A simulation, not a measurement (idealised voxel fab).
Process module in this document: voxel spacer lines
We display cut, a cross-section 185 nm in width whose square cells are each 5 nm.
Cross-section spec: square-cell grid; bands listed top down; each band is one or more rows. Top, bottom (nm), then materials left to right with widths (nm); lone material tagged "edge to edge" fills the whole band edge to edge; "blank" = empty space. The level at which height equals 0 is the one under which the wafer, as it arrives, is entirely one material. No lower edge exists for the bottom band, which continues downward and is notated as in "z 0 and below". Width "30 to 40": first value at the band's top row of cells, second value at its bottom row, equal change from row to row. "no modification" (step): cross-section cells unchanged, all of them. Sealed voids: empty space of 8 cells or more with no open way to the top, each as width x height at its distance from the left edge, in nm. What comes after the settings on a step's line is commentary from the simulator itself on that step. overlay nm: for a step with a mask, the amount by which the mask lay right of where it was planned; a negative amount means left of it.
Here's what the planned process steps look like:
step 1: RECEIVE | material Si
step 2: CONFORMAL_DEP | material Al2O3 | thk nm 10
step 3: DIRECTIONAL_DEP | material SiN | thk nm 10
step 4: DIRECTIONAL_DEP | material polySi | thk nm 30
step 5: PATTERN | tone cover | mask id MANDREL | material resist | width nm 20 | pitch nm 60 | thk nm 40 | overlay nm 0
step 6: DIRECTIONAL_ETCH | etch materials polySi | depth nm 30
step 7: STRIP | etch materials resist
step 8: CONFORMAL_DEP | material SiO2 | thk nm 10
step 9: DIRECTIONAL_ETCH | etch materials SiO2 | depth nm 10
step 10: STRIP | etch materials polySi
step 11: DIRECTIONAL_ETCH | etch materials SiN | depth nm 10
step 12: STRIP | etch materials SiO2
Shown in cross-section is the wafer as received, that is, as it stands after step 1:
z 0 and below | Si edge to edge
Sealed voids: none
Here's the cross-section of the first of our two wafers at the end of the module - it ran as planned:
z 20 to 10 | 10 nm blank | 10 nm SiN | 20 nm blank | 10 nm SiN | 20 nm blank | 10 nm SiN | 20 nm blank | 10 nm SiN | 20 nm blank | 10 nm SiN | 20 nm blank | 10 nm SiN | 15 nm blank
z 10 to 0 | Al2O3 edge to edge
z 0 and below | Si edge to edge
Sealed voids: none
Now the second wafer, cross-sectioned at the end of the module. Nothing different at the start, nothing different in the plan compared with the first, just one mistake when it was actually run:
z 20 to 10 | 20 nm blank | 20 nm SiN | 40 nm blank | 20 nm SiN | 40 nm blank | 20 nm SiN | 25 nm blank
z 10 to 0 | Al2O3 edge to edge
z 0 and below | Si edge to edge
Sealed voids: none
Run error: note that step 5 departed from the planned setting and was carried out as PATTERN | tone open | mask id MANDREL | material resist | width nm 20 | pitch nm 60 | thk nm 40 | overlay nm 0
By the end, you'd get the same cell count for each material on either wafer, but the second wafer puts them somewhere else.
